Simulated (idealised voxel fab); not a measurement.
process module | voxel local oxidation
cross-section cut | 265 nm wide | cells 5 nm
A cross-section is a grid of square cells, given in bands from the top down. A band is one or more rows of cells.
Each band's line starts with the height of the band's top and of its bottom, in nm. Then come its materials from left to right, each with its width in nm. One material with "throughout" fills the band from edge to edge. "air" is empty space.
Height 0 is the level under which the wafer as received is all one material. The lowest band goes on downwards, as in "0 down".
A width such as "30 to 40" changes by the same amount from each row of cells to the next, from the band's top row to its bottom row.
"no change" after a step means that no cell of the cross-section changed.
closed voids: empty space of 8 cells or more with no open way to the top, each as width x height at its distance from the left edge, in nm
after a step's settings: what the simulator itself notes on the step
overlay nm, on a step with a mask: how far to the right of its planned place the mask lay; to the left if negative
plan
1 op RECEIVE | material Si
2 op OXIDIZE | depth nm 5
3 op CONFORMAL_DEP | material SiN | thk nm 15
4 op MASKED_ETCH | tone cover | mask id ACTIVE | width nm 105 | pitch nm 125 | etch materials SiN | depth nm 15 | overlay nm 0
5 op SELECTIVE_ETCH | etch materials SiO2 | depth nm 5
6 op OXIDIZE | depth nm 15
7 op STRIP | etch materials SiN
as received, after step 1
  0 down: Si throughout
  closed voids: none
first wafer at the end, as planned
  0 to -5: air 20 | SiO2 95 | air 30 | SiO2 95 | air 25
  -5 to -20: SiO2 35 | Si 65 | SiO2 60 | Si 65 | SiO2 40
  -20 down: Si throughout
  closed voids: none
second wafer at the end: like start, like plan, one mistake
  0 to -5: air 25 | SiO2 90 | air 35 | SiO2 90 | air 25
  -5 to -20: SiO2 40 | Si 60 | SiO2 65 | Si 60 | SiO2 40
  -20 down: Si throughout
  closed voids: none
what went wrong: step 4 ran as: op MASKED_ETCH | tone cover | mask id ACTIVE | width nm 100 | pitch nm 125 | etch materials SiN | depth nm 15 | overlay nm 0
at the end the second wafer has, in cells: 6 fewer of Si | 4 more of SiO2
